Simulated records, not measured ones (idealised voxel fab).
Process module heading - voxel tone inversion
It is cross-section cut that appears here, measuring 250 nm in width, its square cells being 5 nm in size.
Think of the cross-section as a grid of square cells. We describe it in bands, top to bottom, and each band covers one or more rows of those cells. Quick guide to a band line: top height, bottom height (nm) up front; then every material left to right with its width in nm. Only one material and it's marked "throughout"? Then it fills the band edge to edge. And "air" just means empty space. We count height from 0. Below that, the starting wafer is all one material. The lowest band never ends at the bottom but goes on down; see "0 down" for how that is written. The notation "30 to 40" denotes a width that varies across the rows of cells in the band, beginning at the first number in the top row, finishing at the second number in the bottom row, and changing by an identical amount from each row to the next. Take "no alteration" at face value: in the step it is given for, the cross-section changed in none of its cells. Each empty space that has no open way to the top and spans at least 8 cells appears under "Closed void entries" as width x height at distance, the distance counted from the left edge, all in nm. Read whatever lies past the settings on a step's line as the simulator's own remark about the step. Steps that use a mask can have "overlay nm" on their line. It says how far the mask sat to the right of where it was meant to be. Negative means to the left.

[Steps in the process plan]
1) RECEIVE, material Si
2) CONFORMAL_DEP, material SiCN, thk nm 5
3) DIRECTIONAL_DEP, material aC, thk nm 20
4) PATTERN, tone cover, mask id POSTS, material resist, width nm 15, pitch nm 35, thk nm 30, overlay nm 0
5) DIRECTIONAL_ETCH, etch materials aC, depth nm 20
6) STRIP, etch materials resist
7) FILL_DEP, material lowk, thk nm 10
8) CMP, height nm 25
9) STRIP, etch materials aC
10) CONFORMAL_DEP, material TiN, thk nm 5
11) FILL_DEP, material W, thk nm 5
12) CMP, height nm 25
13) CONFORMAL_DEP, material SiN, thk nm 5

[Wafer as received: cross-section following step 1]
  0 down = Si throughout
  Closed void entries: none

[What the wafer looks like in cross-section after this module, when it starts as shown above and follows the plan above but one mistake is made in running it]
  30 to 25 = W throughout
  25 to 10 = 65 nm lowk / 5 nm TiN / 5 nm W / 5 nm TiN / 20 nm lowk / 5 nm TiN / 5 nm W / 5 nm TiN / 20 nm lowk / 5 nm TiN / 5 nm W / 5 nm TiN / 20 nm lowk / 5 nm TiN / 5 nm W / 5 nm TiN / 65 nm lowk
  10 to 5 = 65 nm lowk / 15 nm TiN / 20 nm lowk / 15 nm TiN / 20 nm lowk / 15 nm TiN / 20 nm lowk / 15 nm TiN / 65 nm lowk
  5 to 0 = SiCN throughout
  0 down = Si throughout
  Closed void entries: none
Short version of what went wrong: heads up, step 13 didn't go per plan, it actually ran as CONFORMAL_DEP, material W, thk nm 5
